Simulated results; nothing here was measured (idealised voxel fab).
Title: Process Module voxel self aligned contacts
Section cut is 230 nm wide and gridded with 5 nm square cells.
Think of the cross-section as a grid of square cells. We describe it in bands, top to bottom, and each band covers one or more rows of those cells.
The band entry comprises the height of the band's top followed by the height of its bottom, expressed in nm, and subsequently the band's materials from left to right, each stated together with its width in nm. Where a single material is marked with the word "throughout", that material fills the band from edge to edge. The word "empty" represents empty space.
Height 0 is the level under which the wafer as received is all one material. The lowest band goes on downwards, as in "from 0 down".
A width such as "30 to 40" changes by the same amount from each row of cells to the next, from the band's top row to its bottom row.
Where the words "no change" appear for a step, the cross-section shows no cell changed by that step; every cell remained as before.
Voids not open to the top, 8 cells minimum: see "Closed void table". Written width x height at distance; distance is from the left edge; nm.
Where a step's line continues beyond its settings, the continuation is a remark by the simulator itself on that step.
overlay nm: on a step with a mask, how far right of its planned place the mask lay; negative means left.

**Below is the list of planned process steps**
1,RECEIVE,material Si
2,OXIDIZE,depth nm 5
3,DIRECTIONAL_DEP,material polySi,thk nm 20
4,DIRECTIONAL_DEP,material SiN,thk nm 25
5,MASKED_ETCH,tone cover,mask id GATE,width nm 35,pitch nm 75,etch materials SiN,depth nm 25,overlay nm 0
6,MASKED_ETCH,tone cover,mask id GATE,width nm 35,pitch nm 75,etch materials polySi,depth nm 20,overlay nm 0
7,CONFORMAL_DEP,material SiN,thk nm 10
8,DIRECTIONAL_ETCH,etch materials SiN,depth nm 10
9,FILL_DEP,material SiO2,thk nm 15
10,CMP,height nm 50
11,DIRECTIONAL_DEP,material aC,thk nm 10
12,PATTERN,tone open,mask id CONTACT,material resist,width nm 60,pitch nm 75,thk nm 30,overlay nm 0
13,DIRECTIONAL_ETCH,etch materials aC,depth nm 10
14,STRIP,etch materials resist
15,DIRECTIONAL_ETCH,etch materials SiO2,depth nm 55
16,STRIP,etch materials aC
17,CONFORMAL_DEP,material TiN,thk nm 5
18,FILL_DEP,material Ru,thk nm 10
19,CMP,height nm 50
20,CONFORMAL_DEP,material SiCN,thk nm 5

**Incoming wafer in cross-section (state: after step 1)**
from 0 down | Si throughout
Closed void table: none

**Cross-sectional image of the first of two wafers at the end of the module, the run having proceeded as planned**
from 55 to 50 | SiCN throughout
from 50 to 45 | SiO2 (45) | TiN (25) | Ru (10) | TiN (25) | SiO2 (15) | TiN (25) | Ru (10) | TiN (25) | SiO2 (50)
from 45 to 20 | SiO2 (10) | SiN (55) | TiN (5) | Ru (10) | TiN (5) | SiN (55) | TiN (5) | Ru (10) | TiN (5) | SiN (55) | SiO2 (15)
from 20 to 0 | SiO2 (10) | SiN (10) | polySi (35) | SiN (10) | TiN (5) | Ru (10) | TiN (5) | SiN (10) | polySi (35) | SiN (10) | TiN (5) | Ru (10) | TiN (5) | SiN (10) | polySi (35) | SiN (10) | SiO2 (15)
from 0 to -5 | SiO2 (65) | TiN (20) | SiO2 (55) | TiN (20) | SiO2 (70)
from -5 down | Si throughout
Closed void table: none

**Second wafer cross-section at end of module - shared start and plan with the first, one mistake in the run**
from 55 to 50 | SiCN throughout
from 50 to 45 | SiO2 (45) | TiN (20) | Ru (20) | TiN (20) | SiO2 (15) | TiN (20) | Ru (20) | TiN (20) | SiO2 (50)
from 45 to 25 | SiO2 (15) | SiN (45) | TiN (5) | Ru (20) | TiN (5) | SiN (45) | TiN (5) | Ru (20) | TiN (5) | SiN (45) | SiO2 (20)
from 25 to 20 | SiO2 (15) | SiN (45) | TiN (10) | Ru (10) | TiN (10) | SiN (45) | TiN (10) | Ru (10) | TiN (10) | SiN (45) | SiO2 (20)
from 20 to 0 | SiO2 (10) | SiN (10) | polySi (35) | SiN (10) | TiN (5) | Ru (10) | TiN (5) | SiN (10) | polySi (35) | SiN (10) | TiN (5) | Ru (10) | TiN (5) | SiN (10) | polySi (35) | SiN (10) | SiO2 (15)
from 0 to -5 | SiO2 (65) | TiN (20) | SiO2 (55) | TiN (20) | SiO2 (70)
from -5 down | Si throughout
Closed void table: none
It is concluded that the wafer was processed incorrectly with respect to the plan, in that for step 5, the planned setting was not used; the step was instead run as MASKED_ETCH,tone cover,mask id GATE,width nm 25,pitch nm 75,etch materials SiN,depth nm 25,overlay nm 0
FYI, end of process, the second wafer has more or fewer cells of some materials than the first: 20 more of Ru, 30 fewer of SiN, 10 more of SiO2
